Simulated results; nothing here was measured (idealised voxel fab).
Process module name: voxel trench capacitor
This is section cut - it's 265 nm across, gridded in 5 nm square cells.
A cross-section is a grid of square cells, given in bands from the top down. A band is one or more rows of cells. Read a band's entry like this: the first values are the height of its top and the height of its bottom in nm, and what follows is the sequence of materials from left to right, each with its width in nm. Note that "blank" is empty space, and that a single material marked "full width" reaches across the band from edge to edge. Measure heights from 0. That's the level where, below it, the as-received wafer is all one material. The lowest band is bottomless and extends downward; write it as in "0 down". Think of "30 to 40" as a width that walks from the first number to the second as you go down the band, top row to bottom row, taking equal-sized steps from row to row. Reading "no alterations made" for a step: not a cell of the cross-section changed in it. Look at "Closed internal cavities" for the closed voids: empty spaces with no open path to the top, sized 8 cells or up. Each is width x height at distance, distance from the left edge, all nm. Post-settings text on a step line: simulator's own remark regarding the step. overlay nm: right-of-plan distance of the mask on a masked step; negative values mean left-of-plan.
-- Planned process steps
- 1: RECEIVE,material Si
- 2: CONFORMAL_DEP,material SiN,thk nm 10
- 3: PATTERN,tone open,mask id TRENCH,material resist,width nm 30,pitch nm 45,thk nm 15,overlay nm 0
- 4: DIRECTIONAL_ETCH,etch materials SiN,depth nm 10
- 5: DIRECTIONAL_ETCH,etch materials Si,depth nm 40
- 6: STRIP,etch materials resist
- 7: CONFORMAL_DEP,material HfO2,thk nm 5
- 8: CONFORMAL_DEP,material TiN,thk nm 5
- 9: FILL_DEP,material W,thk nm 5
- 10: CMP,height nm 10
-- Step 1 complete: cross-section of the wafer as received
    0 down = Si full width
    Closed internal cavities: none
-- Wafer cross-section at end of module: start and plan as shown above, one execution error
    10 to 0 = SiN 70 | TiN 5 | HfO2 5 | W 10 | HfO2 5 | TiN 5 | SiN 15 | TiN 5 | HfO2 5 | W 10 | HfO2 5 | TiN 5 | SiN 15 | TiN 5 | HfO2 5 | W 10 | HfO2 5 | TiN 5 | SiN 75
    0 to -30 = Si 70 | TiN 5 | HfO2 5 | W 10 | HfO2 5 | TiN 5 | Si 15 | TiN 5 | HfO2 5 | W 10 | HfO2 5 | TiN 5 | Si 15 | TiN 5 | HfO2 5 | W 10 | HfO2 5 | TiN 5 | Si 75
    -30 to -35 = Si 70 | TiN 5 | HfO2 20 | TiN 5 | Si 15 | TiN 5 | HfO2 20 | TiN 5 | Si 15 | TiN 5 | HfO2 20 | TiN 5 | Si 75
    -35 to -40 = Si 70 | TiN 30 | Si 15 | TiN 30 | Si 15 | TiN 30 | Si 75
    -40 down = Si full width
    Closed internal cavities: none
It is concluded that the wafer was processed incorrectly with respect to the plan, in that steps 7 and 8 were swapped
